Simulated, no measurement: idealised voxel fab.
This section sets out a process module, namely voxel released beams.
Section cut is 230 nm wide and gridded with 5 nm square cells.
Cross-section format: a grid of square cells, given as bands from top to bottom; each band is one or more rows of cells. Quick guide to a band line: top height, bottom height (nm) up front; then every material left to right with its width in nm. Only one material and it's marked "edge to edge"? Then it fills the band edge to edge. And "blank" just means empty space. The reference from which all heights are counted is 0, the level beneath which the as-received wafer is entirely one material; the lowest band, having no lower bound, proceeds downward and is written after the example "0..down". Graded width ("30 to 40"): value in top row of band = first number; value in bottom row = second number; row-to-row change constant. "remained the same" -> step changed no cross-section cell. Closed-off voids of 8+ cells (no open route to the top) go in "Closed cavities", written width x height at distance from the left edge, in nm. On a step's line, text after the settings is the simulator commenting on that step. If you see "overlay nm" on a step's line and that step has a mask, it's telling you how far right of where it was planned the mask ended up; a negative number means it went left instead.

### Process steps - plan
1) RECEIVE: material Si
2) CONFORMAL_DEP: material SiN, thk nm 10
3) DIRECTIONAL_DEP: material SiO2, thk nm 10
4) PATTERN: tone open, mask id ANCHOR, material resist, width nm 40, thk nm 15, overlay nm 0
5) DIRECTIONAL_ETCH: etch materials SiO2, depth nm 10
6) STRIP: etch materials resist
7) CONFORMAL_DEP: material polySi, thk nm 15
8) MASKED_ETCH: tone cover, mask id BEAM, width nm 100, etch materials polySi, depth nm 15, overlay nm 0
9) STRIP: etch materials SiO2

### Run as planned: first of two wafers

### Incoming wafer in cross-section (state: after step 1)
> 0..down = Si edge to edge
> Closed cavities: none

### Once step 2 is through, the wafer looks like this in cross-section
> 10..0 = SiN edge to edge
> Anything lower than 0 is untouched.

### Once step 3 is through, the wafer looks like this in cross-section
> 20..10 = SiO2 edge to edge
> Anything lower than 10 is untouched.

### Once step 4 is through, the wafer looks like this in cross-section
> 35..20 = 65 resist / 40 blank / 125 resist
> Anything lower than 20 is untouched.

### Once step 5 is through, the wafer looks like this in cross-section
> 35..20 = 65 resist / 40 blank / 125 resist
> 20..10 = 65 SiO2 / 40 blank / 125 SiO2
> Anything lower than 10 is untouched.

### Once step 6 is through, the wafer looks like this in cross-section
> 20..10 = 65 SiO2 / 40 blank / 125 SiO2
> Anything lower than 10 is untouched.

### Once step 7 is through, the wafer looks like this in cross-section
> 35..25 = 80 polySi / 10 blank / 140 polySi
> 25..20 = polySi edge to edge
> 20..10 = 65 SiO2 / 40 polySi / 125 SiO2
> Anything lower than 10 is untouched.

### Once step 8 is through, the wafer looks like this in cross-section
> 35..25 = 60 blank / 20 polySi / 10 blank / 70 polySi / 70 blank
> 25..20 = 60 blank / 100 polySi / 70 blank
> Anything lower than 20 is untouched.

### Once step 9 is through, the wafer looks like this in cross-section
> 35..25 = 60 blank / 20 polySi / 10 blank / 70 polySi / 70 blank
> 25..20 = 60 blank / 100 polySi / 70 blank
> 20..10 = 65 blank / 40 polySi / 125 blank
> Anything lower than 10 is untouched.

### Wafer two. Identical start, identical plan. One mistake in execution. Identical history through step 6

### Second wafer, cut view, end of step 7 per plan
> 50..20 = polySi edge to edge
> 20..10 = 65 SiO2 / 40 polySi / 125 SiO2
> Anything lower than 10 is untouched.

### Second wafer, cut view, end of step 8 per plan
> 50..35 = 60 blank / 100 polySi / 70 blank
> Anything lower than 35 is untouched.

Second wafer, cut view, end of step 9 per plan: remained the same
Nonconformance to the process plan: plan step 7 was twice executed
End check, counted in cells, second wafer has more or fewer of these materials than the first: +76 SiO2; +142 polySi
